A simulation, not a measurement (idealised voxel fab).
Process module, titled voxel self aligned contacts
Cross-section cut: width 170 nm, square cells of 5 nm.
Square cells in a grid make up a cross-section in this document, and the grid is given as bands, listed from the top down, each one or more rows of cells. Look at the band entry: it leads with the top's height and the bottom's height in nm. Then it lists the materials left to right, with a width in nm for each. The word "full width" on a single material says that material fills the band edge to edge. The word "blank" is empty space. Where do heights start? At 0: under that level the wafer as delivered is made of one material only. And the lowest band has no floor; it just carries on downward, as in "from 0 down". Quick explanation for "30 to 40": the width changes in equal steps down the rows of cells, from the first number in the band's top row to the second number in its bottom row. For the purposes of this document, the phrase "stayed the same" attached to a step denotes that no cell within the cross-section was modified by that step. "Fully sealed cavities" contains a list of empty spaces, each no smaller than 8 cells and without an open way to the top, written in the form width x height at distance with the distance from the left edge and all three in nm. Read whatever lies past the settings on a step's line as the simulator's own remark about the step. The optional step-line setting "overlay nm" applies to steps with a mask and quantifies how far to the right of its planned location the mask lay, a negative value indicating leftward placement.
[So here's the lineup of process steps we planned]
step 1: RECEIVE (material Si)
step 2: OXIDIZE (depth nm 5)
step 3: DIRECTIONAL_DEP (material polySi; thk nm 20)
step 4: DIRECTIONAL_DEP (material SiN; thk nm 25)
step 5: DIRECTIONAL_DEP (material aC; thk nm 15)
step 6: PATTERN (tone cover; mask id GATE; material resist; width nm 35; pitch nm 70; thk nm 30; overlay nm 0)
step 7: DIRECTIONAL_ETCH (etch materials aC; depth nm 15)
step 8: STRIP (etch materials resist)
step 9: DIRECTIONAL_ETCH (etch materials SiN; depth nm 25)
step 10: DIRECTIONAL_ETCH (etch materials polySi; depth nm 20)
step 11: STRIP (etch materials aC)
step 12: CONFORMAL_DEP (material SiN; thk nm 10)
step 13: DIRECTIONAL_ETCH (etch materials SiN; depth nm 10)
step 14: FILL_DEP (material SiO2; thk nm 15)
step 15: CMP (height nm 50)
step 16: PATTERN (tone open; mask id CONTACT; material resist; width nm 55; thk nm 20; overlay nm 0)
step 17: DIRECTIONAL_ETCH (etch materials SiO2; depth nm 55)
step 18: STRIP (etch materials resist)
step 19: CONFORMAL_DEP (material TiN; thk nm 5)
step 20: FILL_DEP (material Ru; thk nm 5)
step 21: CMP (height nm 50)
step 22: CONFORMAL_DEP (material SiCN; thk nm 5)
[So this is the incoming wafer in cross-section - it's already been through step 1]
    from 0 down | Si full width
    Fully sealed cavities: none
[Wafer cross-section at module end: first of two, run to plan]
    from 55 to 50 | SiCN full width
    from 50 to 45 | SiO2 (55)  TiN (25)  Ru (5)  TiN (25)  SiO2 (60)
    from 45 to 20 | SiO2 (20)  SiN (55)  TiN (5)  Ru (5)  TiN (5)  SiN (55)  SiO2 (25)
    from 20 to 0 | SiO2 (20)  SiN (10)  polySi (35)  SiN (10)  TiN (5)  Ru (5)  TiN (5)  SiN (10)  polySi (35)  SiN (10)  SiO2 (25)
    from 0 to -5 | SiO2 (75)  TiN (15)  SiO2 (80)
    from -5 down | Si full width
    Fully sealed cavities: none
[Cross-section, second wafer: same start as the first, same plan as the first, one mistake in running it; taken at the end of the module]
    from 55 to 50 | SiCN full width
    from 50 to 45 | SiO2 (60)  TiN (20)  Ru (5)  TiN (30)  SiO2 (55)
    from 45 to 20 | SiO2 (20)  SiN (55)  TiN (5)  Ru (5)  TiN (5)  SiN (55)  SiO2 (25)
    from 20 to 0 | SiO2 (20)  SiN (10)  polySi (35)  SiN (10)  TiN (5)  Ru (5)  TiN (5)  SiN (10)  polySi (35)  SiN (10)  SiO2 (25)
    from 0 to -5 | SiO2 (75)  TiN (15)  SiO2 (80)
    from -5 down | Si full width
    Fully sealed cavities: none
Deviation from plan: step 16 did not use the planned setting and instead ran as PATTERN (tone open; mask id CONTACT; material resist; width nm 55; thk nm 20; overlay nm 5)
So at the finish, the second wafer's got exactly as many cells of each material as the first, just not in the same spots.
